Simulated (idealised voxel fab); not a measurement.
This section sets out a process module, namely voxel lift off.
The cross-section on display is named cut; it measures 195 nm wide, and its cells are 5 nm squares.
In what follows, cross-sections appear as grids of square cells, described through bands that run from the top down, where every band is one or more rows of cells. Each band's line starts with the height of the band's top and of its bottom, in nm. Then come its materials from left to right, each with its width in nm. One material with "everywhere" fills the band from edge to edge. "empty" is empty space. Convention: height 0 is the level below which the wafer, as received, is all one material. The lowest band does not terminate at the bottom but continues downward, represented as "0 nm and below". The width entry "30->40" should be interpreted row by row: the top row of cells in the band takes the first number, the bottom row takes the second number, and the change between adjacent rows is uniform throughout. Step note "same as before" = no cross-section cell changed. What "Sealed void listing" gives you is every empty space of 8 cells or more that is cut off from the top. Each appears as width x height at distance, with the distance taken from the left edge and width, height and distance all in nm. Anything after a step's settings on that line? It's the simulator's own note about the step. overlay nm, on a step with a mask: how far to the right of its planned place the mask lay; to the left if negative.
## Listed below are the process steps as planned
1. RECEIVE, material Si
2. CONFORMAL_DEP, material SiN, thk nm 5
3. PATTERN, tone open, mask id LINES, material resist, width nm 20, pitch nm 50, thk nm 15, overlay nm 0
4. DIRECTIONAL_DEP, material Ru, thk nm 5
5. STRIP, etch materials resist
6. CONFORMAL_DEP, material SiO2, thk nm 10
Keep in mind the plan's value for the width nm of step 3 comes from the first wafer; the wafers don't share that setting, but they do share the same starting point.
## As-received cross-section, first of several wafers, post step 1
- 0 nm and below: Si everywhere
- Sealed void listing: none
## wafer rows; end of module; cells per material since receipt: (+) gained, (-) lost; then closed voids
width nm 20, +12 Ru, +39 SiN, +90 SiO2, Sealed void listing: none
width nm 25, +15 Ru, +39 SiN, +90 SiO2, Sealed void listing: none
width nm 30, +18 Ru, +39 SiN, +90 SiO2, Sealed void listing: none
width nm 35, +21 Ru, +39 SiN, +88 SiO2, Sealed void listing: none
